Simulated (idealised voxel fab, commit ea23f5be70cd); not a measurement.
The following process module bears the name voxel self aligned contacts.
Shown is cross-section cut, with a width of 270 nm and square cells of size 5 nm.
Think of the cross-section as a grid of square cells. We describe it in bands, top to bottom, and each band covers one or more rows of those cells. Band: top and bottom heights (nm) first, top before bottom; then materials from left to right, widths in nm. "everywhere" marks a sole material filling the band edge to edge. "air" denotes empty space. Height 0 is the level under which the wafer as received is all one material. The lowest band goes on downwards, as in "0 nm and below". Read "30..40" as a graded width: first number on top, second number at the bottom, same change between each pair of neighbouring rows. "stayed the same" (step): cross-section cells unchanged, all of them. Empty spaces counting at least 8 cells and having no open way to the top are listed in "Enclosed cavities". The notation width x height at distance is used for each, the distance being from the left edge and all three values in nm. Heads up: the bit after the settings on a step's line is the simulator's remark on that step. The optional step-line setting "overlay nm" applies to steps with a mask and quantifies how far to the right of its planned location the mask lay, a negative value indicating leftward placement.
The steps planned for the process are as follows:
step 1: RECEIVE: material Si
step 2: CONFORMAL_DEP: material SiO2, thk nm 5
step 3: DIRECTIONAL_DEP: material polySi, thk nm 30
step 4: DIRECTIONAL_DEP: material SiN, thk nm 15
step 5: MASKED_ETCH: tone cover, mask id GATE, width nm 25, pitch nm 55, etch materials SiN, depth nm 15, overlay nm 0
step 6: MASKED_ETCH: tone cover, mask id GATE, width nm 25, pitch nm 55, etch materials polySi, depth nm 30, overlay nm 0
step 7: CONFORMAL_DEP: material SiN, thk nm 5
step 8: DIRECTIONAL_ETCH: etch materials SiN, depth nm 5
step 9: FILL_DEP: material SiO2, thk nm 10
step 10: CMP: height nm 55
step 11: DIRECTIONAL_DEP: material aC, thk nm 15
step 12: PATTERN: tone open, mask id CONTACT, material resist, width nm 40, thk nm 30, overlay nm 0
step 13: DIRECTIONAL_ETCH: etch materials aC, depth nm 15
step 14: STRIP: etch materials resist
step 15: DIRECTIONAL_ETCH: etch materials SiO2, depth nm 55
step 16: STRIP: etch materials aC
step 17: CONFORMAL_DEP: material TiN, thk nm 5
step 18: FILL_DEP: material W, thk nm 10
step 19: CMP: height nm 55
step 20: CONFORMAL_DEP: material SiN, thk nm 5
Below: the first of two wafers, run as planned:
As-received state of the wafer in cross-section, equivalent to post-step 1:
  0 nm and below  Si everywhere
  Enclosed cavities: none
After step 2, in cross-section:
  5 nm to 0 nm  SiO2 everywhere
  Lower than 0, everything is as it was.
After step 3, in cross-section:
  35 nm to 5 nm  polySi everywhere
  Lower than 5, everything is as it was.
After step 4, in cross-section:
  50 nm to 35 nm  SiN everywhere
  Lower than 35, everything is as it was.
After step 5, in cross-section:
  50 nm to 35 nm  air 95 nm  SiN 25 nm  air 30 nm  SiN 25 nm  air 95 nm
  Lower than 35, everything is as it was.
After step 6, in cross-section:
  50 nm to 35 nm  air 95 nm  SiN 25 nm  air 30 nm  SiN 25 nm  air 95 nm
  35 nm to 5 nm  air 95 nm  polySi 25 nm  air 30 nm  polySi 25 nm  air 95 nm
  Lower than 5, everything is as it was.
After step 7, in cross-section:
  55 nm to 35 nm  air 90 nm  SiN 35 nm  air 20 nm  SiN 35 nm  air 90 nm
  35 nm to 10 nm  air 90 nm  SiN 5 nm  polySi 25 nm  SiN 5 nm  air 20 nm  SiN 5 nm  polySi 25 nm  SiN 5 nm  air 90 nm
  10 nm to 5 nm  SiN 95 nm  polySi 25 nm  SiN 30 nm  polySi 25 nm  SiN 95 nm
  Lower than 5, everything is as it was.
After step 8, in cross-section:
  50 nm to 35 nm  air 90 nm  SiN 35 nm  air 20 nm  SiN 35 nm  air 90 nm
  35 nm to 5 nm  air 90 nm  SiN 5 nm  polySi 25 nm  SiN 5 nm  air 20 nm  SiN 5 nm  polySi 25 nm  SiN 5 nm  air 90 nm
  Lower than 5, everything is as it was.
After step 9, in cross-section:
  60 nm to 50 nm  SiO2 everywhere
  50 nm to 35 nm  SiO2 90 nm  SiN 35 nm  SiO2 20 nm  SiN 35 nm  SiO2 90 nm
  35 nm to 5 nm  SiO2 90 nm  SiN 5 nm  polySi 25 nm  SiN 5 nm  SiO2 20 nm  SiN 5 nm  polySi 25 nm  SiN 5 nm  SiO2 90 nm
  Lower than 5, everything is as it was.
After step 10, in cross-section:
  55 nm to 50 nm  SiO2 everywhere
  Lower than 50, everything is as it was.
After step 11, in cross-section:
  70 nm to 55 nm  aC everywhere
  Lower than 55, everything is as it was.
After step 12, in cross-section:
  100 nm to 70 nm  resist 115 nm  air 40 nm  resist 115 nm
  Lower than 70, everything is as it was.
After step 13, in cross-section:
  85 nm to 70 nm  resist 115 nm  air 40 nm  resist 115 nm
  70 nm to 55 nm  aC 115 nm  air 40 nm  aC 115 nm
  Lower than 55, everything is as it was.
After step 14, in cross-section:
  70 nm to 55 nm  aC 115 nm  air 40 nm  aC 115 nm
  Lower than 55, everything is as it was.
After step 15, in cross-section:
  70 nm to 55 nm  aC 115 nm  air 40 nm  aC 115 nm
  55 nm to 50 nm  SiO2 115 nm  air 40 nm  SiO2 115 nm
  50 nm to 35 nm  SiO2 90 nm  SiN 35 nm  air 20 nm  SiN 35 nm  SiO2 90 nm
  35 nm to 5 nm  SiO2 90 nm  SiN 5 nm  polySi 25 nm  SiN 5 nm  air 20 nm  SiN 5 nm  polySi 25 nm  SiN 5 nm  SiO2 90 nm
  5 nm to 0 nm  SiO2 125 nm  air 20 nm  SiO2 125 nm
  Lower than 0, everything is as it was.
After step 16, in cross-section:
  55 nm to 50 nm  SiO2 115 nm  air 40 nm  SiO2 115 nm
  Lower than 50, everything is as it was.
After step 17, in cross-section:
  60 nm to 55 nm  TiN 120 nm  air 30 nm  TiN 120 nm
  55 nm to 50 nm  SiO2 115 nm  TiN 15 nm  air 10 nm  TiN 15 nm  SiO2 115 nm
  50 nm to 35 nm  SiO2 90 nm  SiN 35 nm  TiN 5 nm  air 10 nm  TiN 5 nm  SiN 35 nm  SiO2 90 nm
  35 nm to 5 nm  SiO2 90 nm  SiN 5 nm  polySi 25 nm  SiN 5 nm  TiN 5 nm  air 10 nm  TiN 5 nm  SiN 5 nm  polySi 25 nm  SiN 5 nm  SiO2 90 nm
  5 nm to 0 nm  SiO2 125 nm  TiN 20 nm  SiO2 125 nm
  Lower than 0, everything is as it was.
After step 18, in cross-section:
  70 nm to 60 nm  W everywhere
  60 nm to 55 nm  TiN 120 nm  W 30 nm  TiN 120 nm
  55 nm to 50 nm  SiO2 115 nm  TiN 15 nm  W 10 nm  TiN 15 nm  SiO2 115 nm
  50 nm to 35 nm  SiO2 90 nm  SiN 35 nm  TiN 5 nm  W 10 nm  TiN 5 nm  SiN 35 nm  SiO2 90 nm
  35 nm to 5 nm  SiO2 90 nm  SiN 5 nm  polySi 25 nm  SiN 5 nm  TiN 5 nm  W 10 nm  TiN 5 nm  SiN 5 nm  polySi 25 nm  SiN 5 nm  SiO2 90 nm
  Lower than 5, everything is as it was.
After step 19, in cross-section:
  55 nm to 50 nm  SiO2 115 nm  TiN 15 nm  W 10 nm  TiN 15 nm  SiO2 115 nm
  Lower than 50, everything is as it was.
After step 20, in cross-section:
  60 nm to 55 nm  SiN everywhere
  Lower than 55, everything is as it was.
What follows concerns the second wafer, which started out like the first and was meant to follow the very same plan; one mistake crept in when it was run, but everything up to and including step 4 is the same as for the first wafer:
At the planned end of step 5, the second wafer in cross-section:
  50 nm to 35 nm  air 105 nm  SiN 25 nm  air 30 nm  SiN 25 nm  air 85 nm
  Lower than 35, everything is as it was.
At the planned end of step 6, the second wafer in cross-section:
  50 nm to 35 nm  air 105 nm  SiN 25 nm  air 30 nm  SiN 25 nm  air 85 nm
  35 nm to 5 nm  air 95 nm  polySi 35 nm  air 20 nm  polySi 35 nm  air 85 nm
  Lower than 5, everything is as it was.
At the planned end of step 7, the second wafer in cross-section:
  55 nm to 40 nm  air 100 nm  SiN 35 nm  air 20 nm  SiN 35 nm  air 80 nm
  40 nm to 35 nm  air 90 nm  SiN 45 nm  air 10 nm  SiN 45 nm  air 80 nm
  35 nm to 10 nm  air 90 nm  SiN 5 nm  polySi 35 nm  SiN 5 nm  air 10 nm  SiN 5 nm  polySi 35 nm  SiN 5 nm  air 80 nm
  10 nm to 5 nm  SiN 95 nm  polySi 35 nm  SiN 20 nm  polySi 35 nm  SiN 85 nm
  Lower than 5, everything is as it was.
At the planned end of step 8, the second wafer in cross-section:
  50 nm to 35 nm  air 100 nm  SiN 35 nm  air 20 nm  SiN 35 nm  air 80 nm
  35 nm to 5 nm  air 90 nm  SiN 5 nm  polySi 35 nm  SiN 5 nm  air 10 nm  SiN 5 nm  polySi 35 nm  SiN 5 nm  air 80 nm
  Lower than 5, everything is as it was.
At the planned end of step 9, the second wafer in cross-section:
  60 nm to 50 nm  SiO2 everywhere
  50 nm to 35 nm  SiO2 100 nm  SiN 35 nm  SiO2 20 nm  SiN 35 nm  SiO2 80 nm
  35 nm to 5 nm  SiO2 90 nm  SiN 5 nm  polySi 35 nm  SiN 5 nm  SiO2 10 nm  SiN 5 nm  polySi 35 nm  SiN 5 nm  SiO2 80 nm
  Lower than 5, everything is as it was.
At the planned end of step 10, the second wafer in cross-section:
  55 nm to 50 nm  SiO2 everywhere
  Lower than 50, everything is as it was.
At the planned end of step 11, the second wafer in cross-section:
  70 nm to 55 nm  aC everywhere
  Lower than 55, everything is as it was.
At the planned end of step 12, the second wafer in cross-section:
  100 nm to 70 nm  resist 115 nm  air 40 nm  resist 115 nm
  Lower than 70, everything is as it was.
At the planned end of step 13, the second wafer in cross-section:
  85 nm to 70 nm  resist 115 nm  air 40 nm  resist 115 nm
  70 nm to 55 nm  aC 115 nm  air 40 nm  aC 115 nm
  Lower than 55, everything is as it was.
At the planned end of step 14, the second wafer in cross-section:
  70 nm to 55 nm  aC 115 nm  air 40 nm  aC 115 nm
  Lower than 55, everything is as it was.
At the planned end of step 15, the second wafer in cross-section:
  70 nm to 55 nm  aC 115 nm  air 40 nm  aC 115 nm
  55 nm to 50 nm  SiO2 115 nm  air 40 nm  SiO2 115 nm
  50 nm to 35 nm  SiO2 100 nm  SiN 35 nm  air 20 nm  SiN 35 nm  SiO2 80 nm
  35 nm to 5 nm  SiO2 90 nm  SiN 5 nm  polySi 35 nm  SiN 5 nm  air 10 nm  SiN 5 nm  polySi 35 nm  SiN 5 nm  SiO2 80 nm
  5 nm to 0 nm  SiO2 135 nm  air 10 nm  SiO2 125 nm
  Lower than 0, everything is as it was.
At the planned end of step 16, the second wafer in cross-section:
  55 nm to 50 nm  SiO2 115 nm  air 40 nm  SiO2 115 nm
  Lower than 50, everything is as it was.
At the planned end of step 17, the second wafer in cross-section:
  60 nm to 55 nm  TiN 120 nm  air 30 nm  TiN 120 nm
  55 nm to 50 nm  SiO2 115 nm  TiN 25 nm  air 10 nm  TiN 5 nm  SiO2 115 nm
  50 nm to 40 nm  SiO2 100 nm  SiN 35 nm  TiN 5 nm  air 10 nm  TiN 5 nm  SiN 35 nm  SiO2 80 nm
  40 nm to 35 nm  SiO2 100 nm  SiN 35 nm  TiN 20 nm  SiN 35 nm  SiO2 80 nm
  35 nm to 5 nm  SiO2 90 nm  SiN 5 nm  polySi 35 nm  SiN 5 nm  TiN 10 nm  SiN 5 nm  polySi 35 nm  SiN 5 nm  SiO2 80 nm
  5 nm to 0 nm  SiO2 135 nm  TiN 10 nm  SiO2 125 nm
  Lower than 0, everything is as it was.
At the planned end of step 18, the second wafer in cross-section:
  70 nm to 60 nm  W everywhere
  60 nm to 55 nm  TiN 120 nm  W 30 nm  TiN 120 nm
  55 nm to 50 nm  SiO2 115 nm  TiN 25 nm  W 10 nm  TiN 5 nm  SiO2 115 nm
  50 nm to 40 nm  SiO2 100 nm  SiN 35 nm  TiN 5 nm  W 10 nm  TiN 5 nm  SiN 35 nm  SiO2 80 nm
  Lower than 40, everything is as it was.
At the planned end of step 19, the second wafer in cross-section:
  55 nm to 50 nm  SiO2 115 nm  TiN 25 nm  W 10 nm  TiN 5 nm  SiO2 115 nm
  Lower than 50, everything is as it was.
At the planned end of step 20, the second wafer in cross-section:
  60 nm to 55 nm  SiN everywhere
  Lower than 55, everything is as it was.
Error vs. plan: step 5 did not use the planned setting and instead ran as MASKED_ETCH: tone cover, mask id GATE, width nm 25, pitch nm 55, etch materials SiN, depth nm 15, overlay nm 10
Count the cells at the end and the second wafer has more or fewer of some materials than the first: -10 SiO2, -14 W, +24 polySi
